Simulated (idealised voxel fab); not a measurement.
The document below concerns the process module designated voxel ribs on slabs.
Pictured: cross-section cut, 165 nm wide, on a grid of 5 nm square cells.
For the purposes of this document, a cross-section shall be understood as a grid of square cells, specified as bands listed in top-to-bottom order, each band consisting of one or more rows of cells. The entry gives the band's vertical extent as a top height and a bottom height in nm, then its horizontal make-up as materials from left to right, each with a width in nm. "blank" stands for empty space; a single material marked "everywhere" fills the band edge to edge. Ref level 0: as-received wafer is one material below here. Bottom band extends down with no lower bound ("0..down"). A width such as "30 to 40" changes by the same amount from each row of cells to the next, from the band's top row to its bottom row. Given "nothing changed" for a step, no cell of the cross-section differs between before and after that step. What "Fully sealed voids" gives you is every empty space of 8 cells or more that is cut off from the top. Each appears as width x height at distance, with the distance taken from the left edge and width, height and distance all in nm. Heads up: the bit after the settings on a step's line is the simulator's remark on that step. overlay nm: on a step with a mask, how far right of its planned place the mask lay; negative means left.
The planned process steps are enumerated hereunder:
1,RECEIVE, material Si
2,DIRECTIONAL_DEP, material SiO2, thk nm 20
3,DIRECTIONAL_DEP, material polySi, thk nm 20
4,PATTERN, tone cover, mask id RIB, material resist, width nm 15, thk nm 15, overlay nm 0
5,DIRECTIONAL_ETCH, etch materials polySi, depth nm 15
6,STRIP, etch materials resist
7,DIRECTIONAL_DEP, material aC, thk nm 15
8,PATTERN, tone cover, mask id SLAB, material resist, width nm 55, thk nm 30, overlay nm 0
9,DIRECTIONAL_ETCH, etch materials aC, depth nm 15
10,STRIP, etch materials resist
11,DIRECTIONAL_ETCH, etch materials polySi, depth nm 5
12,STRIP, etch materials aC
13,FILL_DEP, material SiO2, thk nm 30
14,CMP, height nm 60
15,DIRECTIONAL_DEP, material W, thk nm 5
16,DIRECTIONAL_DEP, material aC, thk nm 15
17,PATTERN, tone cover, mask id HEATER, material resist, width nm 25, thk nm 35, overlay nm 0
18,DIRECTIONAL_ETCH, etch materials aC, depth nm 15
19,STRIP, etch materials resist
20,DIRECTIONAL_ETCH, etch materials W, depth nm 5
21,STRIP, etch materials aC
22,CONFORMAL_DEP, material SiO2, thk nm 5
Step 1 complete: cross-section of the wafer as received:
* 0..down | Si everywhere
* Fully sealed voids: none
A wafer at the end: this start, this plan, one mistake:
* 70..65 | blank: 60; SiO2: 35; blank: 70
* 65..60 | SiO2: 65; W: 25; SiO2: 75
* 60..40 | SiO2 everywhere
* 40..25 | SiO2: 75; polySi: 15; SiO2: 75
* 25..20 | SiO2: 55; polySi: 55; SiO2: 55
* 20..0 | SiO2 everywhere
* 0..down | Si everywhere
* Fully sealed voids: none
The mistake made against the process plan was this: step 17 deviated from plan and actually ran as PATTERN, tone cover, mask id HEATER, material resist, width nm 25, thk nm 35, overlay nm -5
